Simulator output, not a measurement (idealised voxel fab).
process module | voxel gate over fins
cross-section cut | 230 nm wide | cells 5 nm
A cross-section is a grid of square cells, given in bands from the top down. A band is one or more rows of cells.
Each band's line starts with the height of the band's top and of its bottom, in nm. Then come its materials from left to right, each with its width in nm. One material with "throughout" fills the band from edge to edge. "air" is empty space.
Height 0 is the level under which the wafer as received is all one material. The lowest band goes on downwards, as in "0 down".
A width such as "30 to 40" changes by the same amount from each row of cells to the next, from the band's top row to its bottom row.
"no change" after a step means that no cell of the cross-section changed.
closed voids: empty space of 8 cells or more with no open way to the top, each as width x height at its distance from the left edge, in nm
after a step's settings: what the simulator itself notes on the step
overlay nm, on a step with a mask: how far to the right of its planned place the mask lay; to the left if negative
plan
1 op RECEIVE | material Si
2 op CONFORMAL_DEP | material SiN | thk nm 5
3 op DIRECTIONAL_DEP | material aC | thk nm 15
4 op PATTERN | tone cover | mask id FINS | material resist | width nm 15 | pitch nm 45 | thk nm 30 | overlay nm 0
5 op DIRECTIONAL_ETCH | etch materials aC | depth nm 15
6 op STRIP | etch materials resist
7 op DIRECTIONAL_ETCH | etch materials SiN | depth nm 5
8 op DIRECTIONAL_ETCH | etch materials Si | depth nm 40
9 op STRIP | etch materials aC
10 op OXIDIZE | depth nm 5
11 op FILL_DEP | material SiO2 | thk nm 15
12 op CMP | height nm 5
13 op SELECTIVE_ETCH | etch materials SiO2 | depth nm 15
14 op STRIP | etch materials SiN
15 op CONFORMAL_DEP | material HfO2 | thk nm 5
16 op CONFORMAL_DEP | material TiN | thk nm 5
17 op CONFORMAL_DEP | material TiAl | thk nm 5
18 op CONFORMAL_DEP | material TiN | thk nm 5
19 op FILL_DEP | material W | thk nm 10
20 op CMP | height nm 25
21 op CONFORMAL_DEP | material SiN | thk nm 10
first wafer, as planned
as received, after step 1
  0 down: Si throughout
  closed voids: none
after step 2
  5 to 0: SiN throughout
  below 0: unchanged
after step 3
  20 to 5: aC throughout
  below 5: unchanged
after step 4
  50 to 20: air 40 | resist 15 | air 30 | resist 15 | air 30 | resist 15 | air 30 | resist 15 | air 40
  below 20: unchanged
after step 5
  35 to 20: air 40 | resist 15 | air 30 | resist 15 | air 30 | resist 15 | air 30 | resist 15 | air 40
  20 to 5: air 40 | aC 15 | air 30 | aC 15 | air 30 | aC 15 | air 30 | aC 15 | air 40
  below 5: unchanged
after step 6
  20 to 5: air 40 | aC 15 | air 30 | aC 15 | air 30 | aC 15 | air 30 | aC 15 | air 40
  below 5: unchanged
after step 7
  20 to 5: air 40 | aC 15 | air 30 | aC 15 | air 30 | aC 15 | air 30 | aC 15 | air 40
  5 to 0: air 40 | SiN 15 | air 30 | SiN 15 | air 30 | SiN 15 | air 30 | SiN 15 | air 40
  below 0: unchanged
after step 8
  20 to 5: air 40 | aC 15 | air 30 | aC 15 | air 30 | aC 15 | air 30 | aC 15 | air 40
  5 to 0: air 40 | SiN 15 | air 30 | SiN 15 | air 30 | SiN 15 | air 30 | SiN 15 | air 40
  0 to -40: air 40 | Si 15 | air 30 | Si 15 | air 30 | Si 15 | air 30 | Si 15 | air 40
  below -40: unchanged
after step 9
  5 to 0: air 40 | SiN 15 | air 30 | SiN 15 | air 30 | SiN 15 | air 30 | SiN 15 | air 40
  below 0: unchanged
after step 10
  5 to 0: air 40 | SiN 15 | air 30 | SiN 15 | air 30 | SiN 15 | air 30 | SiN 15 | air 40
  0 to -40: air 40 | SiO2 5 | Si 5 | SiO2 5 | air 30 | SiO2 5 | Si 5 | SiO2 5 | air 30 | SiO2 5 | Si 5 | SiO2 5 | air 30 | SiO2 5 | Si 5 | SiO2 5 | air 40
  -40 to -45: SiO2 45 | Si 5 | SiO2 40 | Si 5 | SiO2 40 | Si 5 | SiO2 40 | Si 5 | SiO2 45
  below -45: unchanged
after step 11
  20 to 5: SiO2 throughout
  5 to 0: SiO2 40 | SiN 15 | SiO2 30 | SiN 15 | SiO2 30 | SiN 15 | SiO2 30 | SiN 15 | SiO2 40
  0 to -45: SiO2 45 | Si 5 | SiO2 40 | Si 5 | SiO2 40 | Si 5 | SiO2 40 | Si 5 | SiO2 45
  below -45: unchanged
after step 12
  5 to 0: SiO2 40 | SiN 15 | SiO2 30 | SiN 15 | SiO2 30 | SiN 15 | SiO2 30 | SiN 15 | SiO2 40
  below 0: unchanged
after step 13
  5 to 0: air 40 | SiN 15 | air 30 | SiN 15 | air 30 | SiN 15 | air 30 | SiN 15 | air 40
  0 to -10: air 45 | Si 5 | air 40 | Si 5 | air 40 | Si 5 | air 40 | Si 5 | air 45
  below -10: unchanged
after step 14
  0 to -10: air 45 | Si 5 | air 40 | Si 5 | air 40 | Si 5 | air 40 | Si 5 | air 45
  below -10: unchanged
after step 15
  5 to 0: air 40 | HfO2 15 | air 30 | HfO2 15 | air 30 | HfO2 15 | air 30 | HfO2 15 | air 40
  0 to -5: air 40 | HfO2 5 | Si 5 | HfO2 5 | air 30 | HfO2 5 | Si 5 | HfO2 5 | air 30 | HfO2 5 | Si 5 | HfO2 5 | air 30 | HfO2 5 | Si 5 | HfO2 5 | air 40
  -5 to -10: HfO2 45 | Si 5 | HfO2 40 | Si 5 | HfO2 40 | Si 5 | HfO2 40 | Si 5 | HfO2 45
  below -10: unchanged
after step 16
  10 to 5: air 35 | TiN 25 | air 20 | TiN 25 | air 20 | TiN 25 | air 20 | TiN 25 | air 35
  5 to 0: air 35 | TiN 5 | HfO2 15 | TiN 5 | air 20 | TiN 5 | HfO2 15 | TiN 5 | air 20 | TiN 5 | HfO2 15 | TiN 5 | air 20 | TiN 5 | HfO2 15 | TiN 5 | air 35
  0 to -5: TiN 40 | HfO2 5 | Si 5 | HfO2 5 | TiN 30 | HfO2 5 | Si 5 | HfO2 5 | TiN 30 | HfO2 5 | Si 5 | HfO2 5 | TiN 30 | HfO2 5 | Si 5 | HfO2 5 | TiN 40
  below -5: unchanged
after step 17
  15 to 10: air 30 | TiAl 35 | air 10 | TiAl 35 | air 10 | TiAl 35 | air 10 | TiAl 35 | air 30
  10 to 5: air 30 | TiAl 5 | TiN 25 | TiAl 5 | air 10 | TiAl 5 | TiN 25 | TiAl 5 | air 10 | TiAl 5 | TiN 25 | TiAl 5 | air 10 | TiAl 5 | TiN 25 | TiAl 5 | air 30
  5 to 0: TiAl 35 | TiN 5 | HfO2 15 | TiN 5 | TiAl 20 | TiN 5 | HfO2 15 | TiN 5 | TiAl 20 | TiN 5 | HfO2 15 | TiN 5 | TiAl 20 | TiN 5 | HfO2 15 | TiN 5 | TiAl 35
  below 0: unchanged
after step 18
  20 to 15: air 25 | TiN 180 | air 25
  15 to 10: air 25 | TiN 5 | TiAl 35 | TiN 10 | TiAl 35 | TiN 10 | TiAl 35 | TiN 10 | TiAl 35 | TiN 5 | air 25
  10 to 5: TiN 30 | TiAl 5 | TiN 25 | TiAl 5 | TiN 10 | TiAl 5 | TiN 25 | TiAl 5 | TiN 10 | TiAl 5 | TiN 25 | TiAl 5 | TiN 10 | TiAl 5 | TiN 25 | TiAl 5 | TiN 30
  below 5: unchanged
after step 19
  30 to 20: W throughout
  20 to 15: W 25 | TiN 180 | W 25
  15 to 10: W 25 | TiN 5 | TiAl 35 | TiN 10 | TiAl 35 | TiN 10 | TiAl 35 | TiN 10 | TiAl 35 | TiN 5 | W 25
  below 10: unchanged
after step 20
  25 to 20: W throughout
  below 20: unchanged
after step 21
  35 to 25: SiN throughout
  below 25: unchanged
second wafer: like start, like plan, one mistake. Through step 3 it matches the first wafer
when step 4 should have ended
  50 to 20: air 30 | resist 15 | air 30 | resist 15 | air 30 | resist 15 | air 30 | resist 15 | air 50
  below 20: unchanged
when step 5 should have ended
  35 to 20: air 30 | resist 15 | air 30 | resist 15 | air 30 | resist 15 | air 30 | resist 15 | air 50
  20 to 5: air 30 | aC 15 | air 30 | aC 15 | air 30 | aC 15 | air 30 | aC 15 | air 50
  below 5: unchanged
when step 6 should have ended
  20 to 5: air 30 | aC 15 | air 30 | aC 15 | air 30 | aC 15 | air 30 | aC 15 | air 50
  below 5: unchanged
when step 7 should have ended
  20 to 5: air 30 | aC 15 | air 30 | aC 15 | air 30 | aC 15 | air 30 | aC 15 | air 50
  5 to 0: air 30 | SiN 15 | air 30 | SiN 15 | air 30 | SiN 15 | air 30 | SiN 15 | air 50
  below 0: unchanged
when step 8 should have ended
  20 to 5: air 30 | aC 15 | air 30 | aC 15 | air 30 | aC 15 | air 30 | aC 15 | air 50
  5 to 0: air 30 | SiN 15 | air 30 | SiN 15 | air 30 | SiN 15 | air 30 | SiN 15 | air 50
  0 to -40: air 30 | Si 15 | air 30 | Si 15 | air 30 | Si 15 | air 30 | Si 15 | air 50
  below -40: unchanged
when step 9 should have ended
  5 to 0: air 30 | SiN 15 | air 30 | SiN 15 | air 30 | SiN 15 | air 30 | SiN 15 | air 50
  below 0: unchanged
when step 10 should have ended
  5 to 0: air 30 | SiN 15 | air 30 | SiN 15 | air 30 | SiN 15 | air 30 | SiN 15 | air 50
  0 to -40: air 30 | SiO2 5 | Si 5 | SiO2 5 | air 30 | SiO2 5 | Si 5 | SiO2 5 | air 30 | SiO2 5 | Si 5 | SiO2 5 | air 30 | SiO2 5 | Si 5 | SiO2 5 | air 50
  -40 to -45: SiO2 35 | Si 5 | SiO2 40 | Si 5 | SiO2 40 | Si 5 | SiO2 40 | Si 5 | SiO2 55
  below -45: unchanged
when step 11 should have ended
  20 to 5: SiO2 throughout
  5 to 0: SiO2 30 | SiN 15 | SiO2 30 | SiN 15 | SiO2 30 | SiN 15 | SiO2 30 | SiN 15 | SiO2 50
  0 to -45: SiO2 35 | Si 5 | SiO2 40 | Si 5 | SiO2 40 | Si 5 | SiO2 40 | Si 5 | SiO2 55
  below -45: unchanged
when step 12 should have ended
  5 to 0: SiO2 30 | SiN 15 | SiO2 30 | SiN 15 | SiO2 30 | SiN 15 | SiO2 30 | SiN 15 | SiO2 50
  below 0: unchanged
when step 13 should have ended
  5 to 0: air 30 | SiN 15 | air 30 | SiN 15 | air 30 | SiN 15 | air 30 | SiN 15 | air 50
  0 to -10: air 35 | Si 5 | air 40 | Si 5 | air 40 | Si 5 | air 40 | Si 5 | air 55
  below -10: unchanged
when step 14 should have ended
  0 to -10: air 35 | Si 5 | air 40 | Si 5 | air 40 | Si 5 | air 40 | Si 5 | air 55
  below -10: unchanged
when step 15 should have ended
  5 to 0: air 30 | HfO2 15 | air 30 | HfO2 15 | air 30 | HfO2 15 | air 30 | HfO2 15 | air 50
  0 to -5: air 30 | HfO2 5 | Si 5 | HfO2 5 | air 30 | HfO2 5 | Si 5 | HfO2 5 | air 30 | HfO2 5 | Si 5 | HfO2 5 | air 30 | HfO2 5 | Si 5 | HfO2 5 | air 50
  -5 to -10: HfO2 35 | Si 5 | HfO2 40 | Si 5 | HfO2 40 | Si 5 | HfO2 40 | Si 5 | HfO2 55
  below -10: unchanged
when step 16 should have ended
  10 to 5: air 25 | TiN 25 | air 20 | TiN 25 | air 20 | TiN 25 | air 20 | TiN 25 | air 45
  5 to 0: air 25 | TiN 5 | HfO2 15 | TiN 5 | air 20 | TiN 5 | HfO2 15 | TiN 5 | air 20 | TiN 5 | HfO2 15 | TiN 5 | air 20 | TiN 5 | HfO2 15 | TiN 5 | air 45
  0 to -5: TiN 30 | HfO2 5 | Si 5 | HfO2 5 | TiN 30 | HfO2 5 | Si 5 | HfO2 5 | TiN 30 | HfO2 5 | Si 5 | HfO2 5 | TiN 30 | HfO2 5 | Si 5 | HfO2 5 | TiN 50
  below -5: unchanged
when step 17 should have ended
  15 to 10: air 20 | TiAl 35 | air 10 | TiAl 35 | air 10 | TiAl 35 | air 10 | TiAl 35 | air 40
  10 to 5: air 20 | TiAl 5 | TiN 25 | TiAl 5 | air 10 | TiAl 5 | TiN 25 | TiAl 5 | air 10 | TiAl 5 | TiN 25 | TiAl 5 | air 10 | TiAl 5 | TiN 25 | TiAl 5 | air 40
  5 to 0: TiAl 25 | TiN 5 | HfO2 15 | TiN 5 | TiAl 20 | TiN 5 | HfO2 15 | TiN 5 | TiAl 20 | TiN 5 | HfO2 15 | TiN 5 | TiAl 20 | TiN 5 | HfO2 15 | TiN 5 | TiAl 45
  below 0: unchanged
when step 18 should have ended
  20 to 15: air 15 | TiN 180 | air 35
  15 to 10: air 15 | TiN 5 | TiAl 35 | TiN 10 | TiAl 35 | TiN 10 | TiAl 35 | TiN 10 | TiAl 35 | TiN 5 | air 35
  10 to 5: TiN 20 | TiAl 5 | TiN 25 | TiAl 5 | TiN 10 | TiAl 5 | TiN 25 | TiAl 5 | TiN 10 | TiAl 5 | TiN 25 | TiAl 5 | TiN 10 | TiAl 5 | TiN 25 | TiAl 5 | TiN 40
  below 5: unchanged
when step 19 should have ended
  30 to 20: W throughout
  20 to 15: W 15 | TiN 180 | W 35
  15 to 10: W 15 | TiN 5 | TiAl 35 | TiN 10 | TiAl 35 | TiN 10 | TiAl 35 | TiN 10 | TiAl 35 | TiN 5 | W 35
  below 10: unchanged
when step 20 should have ended
  25 to 20: W throughout
  below 20: unchanged
when step 21 should have ended
  35 to 25: SiN throughout
  below 25: unchanged
what went wrong: step 4 ran as: op PATTERN | tone cover | mask id FINS | material resist | width nm 15 | pitch nm 45 | thk nm 30 | overlay nm -10
at the end the second wafer has, in cells: as many of each material as the first, in other places
